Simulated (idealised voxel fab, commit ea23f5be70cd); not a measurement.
Module name: voxel wiring stack (process module)
We display cut, a cross-section 260 nm in width whose square cells are each 5 nm.
Cross-section layout: square cells on a grid; listed as bands, top to bottom; a band spans one or more cell rows. What a band's entry tells you: where the top is and where the bottom is, as heights in nm, and after that what lies inside, material by material from left to right, each with its width in nm. Empty space is written as the word "empty", and a single material marked with the word "everywhere" occupies the band from edge to edge. Ref level 0: as-received wafer is one material below here. Bottom band extends down with no lower bound ("z 0 and below"). Per-row width for "30 to 40": begins at first number (top row of band), ends at second number (bottom row), increment between rows held constant. "nothing was modified" means the step left every cell of the cross-section as it was. Closed empty spaces (no open way to the top) of 8 cells or more are what "Sealed-off cavities" lists, each as width x height at distance from the left edge, nm for all three. Post-settings text on a step line: simulator's own remark regarding the step. On any step carrying a mask, the "overlay nm" setting, if present on the step's line, tells how far right of its planned place the mask lay; negative values point to the left.
**This section lists the process steps that were planned**
1) RECEIVE: material Si
2) CONFORMAL_DEP: material SiO2, thk nm 10
3) CONFORMAL_DEP: material SiCN, thk nm 5
4) DIRECTIONAL_DEP: material lowk, thk nm 20
5) PATTERN: tone open, mask id METAL_1, material resist, width nm 30, pitch nm 55, thk nm 15, overlay nm 0
6) DIRECTIONAL_ETCH: etch materials lowk, depth nm 20
7) DIRECTIONAL_ETCH: etch materials SiCN, depth nm 5
8) STRIP: etch materials resist
9) CONFORMAL_DEP: material TiN, thk nm 5
10) FILL_DEP: material W, thk nm 5
11) CMP: height nm 35
12) CONFORMAL_DEP: material SiCN, thk nm 5
13) DIRECTIONAL_DEP: material SiO2, thk nm 30
14) PATTERN: tone open, mask id METAL_2, material resist, width nm 30, pitch nm 55, thk nm 15, overlay nm 0
15) DIRECTIONAL_ETCH: etch materials SiO2, depth nm 15
16) STRIP: etch materials resist
17) DIRECTIONAL_DEP: material aC, thk nm 15
18) PATTERN: tone open, mask id METAL_2_HOLES, material resist, width nm 15, pitch nm 110, thk nm 30, overlay nm 0
19) DIRECTIONAL_ETCH: etch materials aC, depth nm 15
20) STRIP: etch materials resist
21) DIRECTIONAL_ETCH: etch materials SiO2, depth nm 15
22) DIRECTIONAL_ETCH: etch materials SiCN, depth nm 5
23) STRIP: etch materials aC
24) CONFORMAL_DEP: material TiN, thk nm 5
25) FILL_DEP: material Ru, thk nm 5
26) CMP: height nm 70
27) CONFORMAL_DEP: material SiCN, thk nm 5
**The first of two wafers, run as planned**
**Incoming wafer, cross-sectional view, post step 1**
z 0 and below = Si everywhere
Sealed-off cavities: none
**Cross-section: wafer state after step 2**
z 10 to 0 = SiO2 everywhere
Rest of section, below 0: as before.
**Cross-section: wafer state after step 3**
z 15 to 10 = SiCN everywhere
Rest of section, below 10: as before.
**Cross-section: wafer state after step 4**
z 35 to 15 = lowk everywhere
Rest of section, below 15: as before.
**Cross-section: wafer state after step 5**
z 50 to 35 = resist 60 nm; empty 30 nm; resist 25 nm; empty 30 nm; resist 25 nm; empty 30 nm; resist 60 nm
Rest of section, below 35: as before.
**Cross-section: wafer state after step 6**
z 50 to 35 = resist 60 nm; empty 30 nm; resist 25 nm; empty 30 nm; resist 25 nm; empty 30 nm; resist 60 nm
z 35 to 15 = lowk 60 nm; empty 30 nm; lowk 25 nm; empty 30 nm; lowk 25 nm; empty 30 nm; lowk 60 nm
Rest of section, below 15: as before.
**Cross-section: wafer state after step 7**
z 50 to 35 = resist 60 nm; empty 30 nm; resist 25 nm; empty 30 nm; resist 25 nm; empty 30 nm; resist 60 nm
z 35 to 15 = lowk 60 nm; empty 30 nm; lowk 25 nm; empty 30 nm; lowk 25 nm; empty 30 nm; lowk 60 nm
z 15 to 10 = SiCN 60 nm; empty 30 nm; SiCN 25 nm; empty 30 nm; SiCN 25 nm; empty 30 nm; SiCN 60 nm
Rest of section, below 10: as before.
**Cross-section: wafer state after step 8**
z 35 to 15 = lowk 60 nm; empty 30 nm; lowk 25 nm; empty 30 nm; lowk 25 nm; empty 30 nm; lowk 60 nm
Rest of section, below 15: as before.
**Cross-section: wafer state after step 9**
z 40 to 35 = TiN 65 nm; empty 20 nm; TiN 35 nm; empty 20 nm; TiN 35 nm; empty 20 nm; TiN 65 nm
z 35 to 15 = lowk 60 nm; TiN 5 nm; empty 20 nm; TiN 5 nm; lowk 25 nm; TiN 5 nm; empty 20 nm; TiN 5 nm; lowk 25 nm; TiN 5 nm; empty 20 nm; TiN 5 nm; lowk 60 nm
z 15 to 10 = SiCN 60 nm; TiN 30 nm; SiCN 25 nm; TiN 30 nm; SiCN 25 nm; TiN 30 nm; SiCN 60 nm
Rest of section, below 10: as before.
**Cross-section: wafer state after step 10**
z 45 to 40 = W everywhere
z 40 to 35 = TiN 65 nm; W 20 nm; TiN 35 nm; W 20 nm; TiN 35 nm; W 20 nm; TiN 65 nm
z 35 to 15 = lowk 60 nm; TiN 5 nm; W 20 nm; TiN 5 nm; lowk 25 nm; TiN 5 nm; W 20 nm; TiN 5 nm; lowk 25 nm; TiN 5 nm; W 20 nm; TiN 5 nm; lowk 60 nm
Rest of section, below 15: as before.
**Cross-section: wafer state after step 11**
z 35 to 15 = lowk 60 nm; TiN 5 nm; W 20 nm; TiN 5 nm; lowk 25 nm; TiN 5 nm; W 20 nm; TiN 5 nm; lowk 25 nm; TiN 5 nm; W 20 nm; TiN 5 nm; lowk 60 nm
Rest of section, below 15: as before.
**Cross-section: wafer state after step 12**
z 40 to 35 = SiCN everywhere
Rest of section, below 35: as before.
**Cross-section: wafer state after step 13**
z 70 to 40 = SiO2 everywhere
Rest of section, below 40: as before.
**Cross-section: wafer state after step 14**
z 85 to 70 = resist 60 nm; empty 30 nm; resist 25 nm; empty 30 nm; resist 25 nm; empty 30 nm; resist 60 nm
Rest of section, below 70: as before.
**Cross-section: wafer state after step 15**
z 85 to 70 = resist 60 nm; empty 30 nm; resist 25 nm; empty 30 nm; resist 25 nm; empty 30 nm; resist 60 nm
z 70 to 55 = SiO2 60 nm; empty 30 nm; SiO2 25 nm; empty 30 nm; SiO2 25 nm; empty 30 nm; SiO2 60 nm
Rest of section, below 55: as before.
**Cross-section: wafer state after step 16**
z 70 to 55 = SiO2 60 nm; empty 30 nm; SiO2 25 nm; empty 30 nm; SiO2 25 nm; empty 30 nm; SiO2 60 nm
Rest of section, below 55: as before.
**Cross-section: wafer state after step 17**
z 85 to 70 = aC 60 nm; empty 30 nm; aC 25 nm; empty 30 nm; aC 25 nm; empty 30 nm; aC 60 nm
z 70 to 55 = SiO2 60 nm; aC 30 nm; SiO2 25 nm; aC 30 nm; SiO2 25 nm; aC 30 nm; SiO2 60 nm
Rest of section, below 55: as before.
**Cross-section: wafer state after step 18**
z 115 to 85 = resist 60 nm; empty 15 nm; resist 95 nm; empty 15 nm; resist 75 nm
z 85 to 70 = aC 60 nm; empty 15 nm; resist 15 nm; aC 25 nm; resist 30 nm; aC 25 nm; empty 15 nm; resist 15 nm; aC 60 nm
Rest of section, below 70: as before.
**Cross-section: wafer state after step 19**
z 100 to 85 = resist 60 nm; empty 15 nm; resist 95 nm; empty 15 nm; resist 75 nm
z 85 to 70 = aC 60 nm; empty 15 nm; resist 15 nm; aC 25 nm; resist 30 nm; aC 25 nm; empty 15 nm; resist 15 nm; aC 60 nm
z 70 to 55 = SiO2 60 nm; empty 15 nm; aC 15 nm; SiO2 25 nm; aC 30 nm; SiO2 25 nm; empty 15 nm; aC 15 nm; SiO2 60 nm
Rest of section, below 55: as before.
**Cross-section: wafer state after step 20**
z 85 to 70 = aC 60 nm; empty 30 nm; aC 25 nm; empty 30 nm; aC 25 nm; empty 30 nm; aC 60 nm
Rest of section, below 70: as before.
**Cross-section: wafer state after step 21**
z 85 to 70 = aC 60 nm; empty 30 nm; aC 25 nm; empty 30 nm; aC 25 nm; empty 30 nm; aC 60 nm
z 70 to 55 = SiO2 60 nm; empty 15 nm; aC 15 nm; SiO2 25 nm; aC 30 nm; SiO2 25 nm; empty 15 nm; aC 15 nm; SiO2 60 nm
z 55 to 40 = SiO2 60 nm; empty 15 nm; SiO2 95 nm; empty 15 nm; SiO2 75 nm
Rest of section, below 40: as before.
**Cross-section: wafer state after step 22**
z 85 to 70 = aC 60 nm; empty 30 nm; aC 25 nm; empty 30 nm; aC 25 nm; empty 30 nm; aC 60 nm
z 70 to 55 = SiO2 60 nm; empty 15 nm; aC 15 nm; SiO2 25 nm; aC 30 nm; SiO2 25 nm; empty 15 nm; aC 15 nm; SiO2 60 nm
z 55 to 40 = SiO2 60 nm; empty 15 nm; SiO2 95 nm; empty 15 nm; SiO2 75 nm
z 40 to 35 = SiCN 60 nm; empty 15 nm; SiCN 95 nm; empty 15 nm; SiCN 75 nm
Rest of section, below 35: as before.
**Cross-section: wafer state after step 23**
z 70 to 55 = SiO2 60 nm; empty 30 nm; SiO2 25 nm; empty 30 nm; SiO2 25 nm; empty 30 nm; SiO2 60 nm
Rest of section, below 55: as before.
**Cross-section: wafer state after step 24**
z 75 to 70 = TiN 65 nm; empty 20 nm; TiN 35 nm; empty 20 nm; TiN 35 nm; empty 20 nm; TiN 65 nm
z 70 to 60 = SiO2 60 nm; TiN 5 nm; empty 20 nm; TiN 5 nm; SiO2 25 nm; TiN 5 nm; empty 20 nm; TiN 5 nm; SiO2 25 nm; TiN 5 nm; empty 20 nm; TiN 5 nm; SiO2 60 nm
z 60 to 55 = SiO2 60 nm; TiN 5 nm; empty 5 nm; TiN 20 nm; SiO2 25 nm; TiN 30 nm; SiO2 25 nm; TiN 5 nm; empty 5 nm; TiN 20 nm; SiO2 60 nm
z 55 to 40 = SiO2 60 nm; TiN 5 nm; empty 5 nm; TiN 5 nm; SiO2 95 nm; TiN 5 nm; empty 5 nm; TiN 5 nm; SiO2 75 nm
z 40 to 35 = SiCN 60 nm; TiN 15 nm; SiCN 95 nm; TiN 15 nm; SiCN 75 nm
Rest of section, below 35: as before.
**Cross-section: wafer state after step 25**
z 80 to 75 = Ru everywhere
z 75 to 70 = TiN 65 nm; Ru 20 nm; TiN 35 nm; Ru 20 nm; TiN 35 nm; Ru 20 nm; TiN 65 nm
z 70 to 60 = SiO2 60 nm; TiN 5 nm; Ru 20 nm; TiN 5 nm; SiO2 25 nm; TiN 5 nm; Ru 20 nm; TiN 5 nm; SiO2 25 nm; TiN 5 nm; Ru 20 nm; TiN 5 nm; SiO2 60 nm
z 60 to 55 = SiO2 60 nm; TiN 5 nm; Ru 5 nm; TiN 20 nm; SiO2 25 nm; TiN 30 nm; SiO2 25 nm; TiN 5 nm; Ru 5 nm; TiN 20 nm; SiO2 60 nm
z 55 to 40 = SiO2 60 nm; TiN 5 nm; Ru 5 nm; TiN 5 nm; SiO2 95 nm; TiN 5 nm; Ru 5 nm; TiN 5 nm; SiO2 75 nm
Rest of section, below 40: as before.
**Cross-section: wafer state after step 26**
z 70 to 60 = SiO2 60 nm; TiN 5 nm; Ru 20 nm; TiN 5 nm; SiO2 25 nm; TiN 5 nm; Ru 20 nm; TiN 5 nm; SiO2 25 nm; TiN 5 nm; Ru 20 nm; TiN 5 nm; SiO2 60 nm
Rest of section, below 60: as before.
**Cross-section: wafer state after step 27**
z 75 to 70 = SiCN everywhere
Rest of section, below 70: as before.
**Wafer two: like wafer one in start and plan, but with one mistake in execution; identical up to and including step 12**
**What the second wafer looks like in cross-section when step 13 should have wrapped up**
z 100 to 40 = SiO2 everywhere
Rest of section, below 40: as before.
**What the second wafer looks like in cross-section when step 14 should have wrapped up**
z 115 to 100 = resist 60 nm; empty 30 nm; resist 25 nm; empty 30 nm; resist 25 nm; empty 30 nm; resist 60 nm
Rest of section, below 100: as before.
**What the second wafer looks like in cross-section when step 15 should have wrapped up**
z 115 to 100 = resist 60 nm; empty 30 nm; resist 25 nm; empty 30 nm; resist 25 nm; empty 30 nm; resist 60 nm
z 100 to 85 = SiO2 60 nm; empty 30 nm; SiO2 25 nm; empty 30 nm; SiO2 25 nm; empty 30 nm; SiO2 60 nm
Rest of section, below 85: as before.
**What the second wafer looks like in cross-section when step 16 should have wrapped up**
z 100 to 85 = SiO2 60 nm; empty 30 nm; SiO2 25 nm; empty 30 nm; SiO2 25 nm; empty 30 nm; SiO2 60 nm
Rest of section, below 85: as before.
**What the second wafer looks like in cross-section when step 17 should have wrapped up**
z 115 to 100 = aC 60 nm; empty 30 nm; aC 25 nm; empty 30 nm; aC 25 nm; empty 30 nm; aC 60 nm
z 100 to 85 = SiO2 60 nm; aC 30 nm; SiO2 25 nm; aC 30 nm; SiO2 25 nm; aC 30 nm; SiO2 60 nm
Rest of section, below 85: as before.
**What the second wafer looks like in cross-section when step 18 should have wrapped up**
z 145 to 115 = resist 60 nm; empty 15 nm; resist 95 nm; empty 15 nm; resist 75 nm
z 115 to 100 = aC 60 nm; empty 15 nm; resist 15 nm; aC 25 nm; resist 30 nm; aC 25 nm; empty 15 nm; resist 15 nm; aC 60 nm
Rest of section, below 100: as before.
**What the second wafer looks like in cross-section when step 19 should have wrapped up**
z 130 to 115 = resist 60 nm; empty 15 nm; resist 95 nm; empty 15 nm; resist 75 nm
z 115 to 100 = aC 60 nm; empty 15 nm; resist 15 nm; aC 25 nm; resist 30 nm; aC 25 nm; empty 15 nm; resist 15 nm; aC 60 nm
z 100 to 85 = SiO2 60 nm; empty 15 nm; aC 15 nm; SiO2 25 nm; aC 30 nm; SiO2 25 nm; empty 15 nm; aC 15 nm; SiO2 60 nm
Rest of section, below 85: as before.
**What the second wafer looks like in cross-section when step 20 should have wrapped up**
z 115 to 100 = aC 60 nm; empty 30 nm; aC 25 nm; empty 30 nm; aC 25 nm; empty 30 nm; aC 60 nm
Rest of section, below 100: as before.
**What the second wafer looks like in cross-section when step 21 should have wrapped up**
z 115 to 100 = aC 60 nm; empty 30 nm; aC 25 nm; empty 30 nm; aC 25 nm; empty 30 nm; aC 60 nm
z 100 to 85 = SiO2 60 nm; empty 15 nm; aC 15 nm; SiO2 25 nm; aC 30 nm; SiO2 25 nm; empty 15 nm; aC 15 nm; SiO2 60 nm
z 85 to 70 = SiO2 60 nm; empty 15 nm; SiO2 95 nm; empty 15 nm; SiO2 75 nm
Rest of section, below 70: as before.
What the second wafer looks like in cross-section when step 22 should have wrapped up: nothing was modified
**What the second wafer looks like in cross-section when step 23 should have wrapped up**
z 100 to 85 = SiO2 60 nm; empty 30 nm; SiO2 25 nm; empty 30 nm; SiO2 25 nm; empty 30 nm; SiO2 60 nm
Rest of section, below 85: as before.
**What the second wafer looks like in cross-section when step 24 should have wrapped up**
z 105 to 100 = TiN 65 nm; empty 20 nm; TiN 35 nm; empty 20 nm; TiN 35 nm; empty 20 nm; TiN 65 nm
z 100 to 90 = SiO2 60 nm; TiN 5 nm; empty 20 nm; TiN 5 nm; SiO2 25 nm; TiN 5 nm; empty 20 nm; TiN 5 nm; SiO2 25 nm; TiN 5 nm; empty 20 nm; TiN 5 nm; SiO2 60 nm
z 90 to 85 = SiO2 60 nm; TiN 5 nm; empty 5 nm; TiN 20 nm; SiO2 25 nm; TiN 30 nm; SiO2 25 nm; TiN 5 nm; empty 5 nm; TiN 20 nm; SiO2 60 nm
z 85 to 75 = SiO2 60 nm; TiN 5 nm; empty 5 nm; TiN 5 nm; SiO2 95 nm; TiN 5 nm; empty 5 nm; TiN 5 nm; SiO2 75 nm
z 75 to 70 = SiO2 60 nm; TiN 15 nm; SiO2 95 nm; TiN 15 nm; SiO2 75 nm
Rest of section, below 70: as before.
**What the second wafer looks like in cross-section when step 25 should have wrapped up**
z 110 to 105 = Ru everywhere
z 105 to 100 = TiN 65 nm; Ru 20 nm; TiN 35 nm; Ru 20 nm; TiN 35 nm; Ru 20 nm; TiN 65 nm
z 100 to 90 = SiO2 60 nm; TiN 5 nm; Ru 20 nm; TiN 5 nm; SiO2 25 nm; TiN 5 nm; Ru 20 nm; TiN 5 nm; SiO2 25 nm; TiN 5 nm; Ru 20 nm; TiN 5 nm; SiO2 60 nm
z 90 to 85 = SiO2 60 nm; TiN 5 nm; Ru 5 nm; TiN 20 nm; SiO2 25 nm; TiN 30 nm; SiO2 25 nm; TiN 5 nm; Ru 5 nm; TiN 20 nm; SiO2 60 nm
z 85 to 75 = SiO2 60 nm; TiN 5 nm; Ru 5 nm; TiN 5 nm; SiO2 95 nm; TiN 5 nm; Ru 5 nm; TiN 5 nm; SiO2 75 nm
Rest of section, below 75: as before.
**What the second wafer looks like in cross-section when step 26 should have wrapped up**
z 70 to 40 = SiO2 everywhere
Rest of section, below 40: as before.
**What the second wafer looks like in cross-section when step 27 should have wrapped up**
z 75 to 70 = SiCN everywhere
Rest of section, below 70: as before.
Finding, execution versus plan: plan step 13 was twice executed
Final tally in cells, some materials are higher or lower on the second wafer than on the first: 32 fewer of Ru, 6 more of SiCN, 72 more of SiO2, 46 fewer of TiN
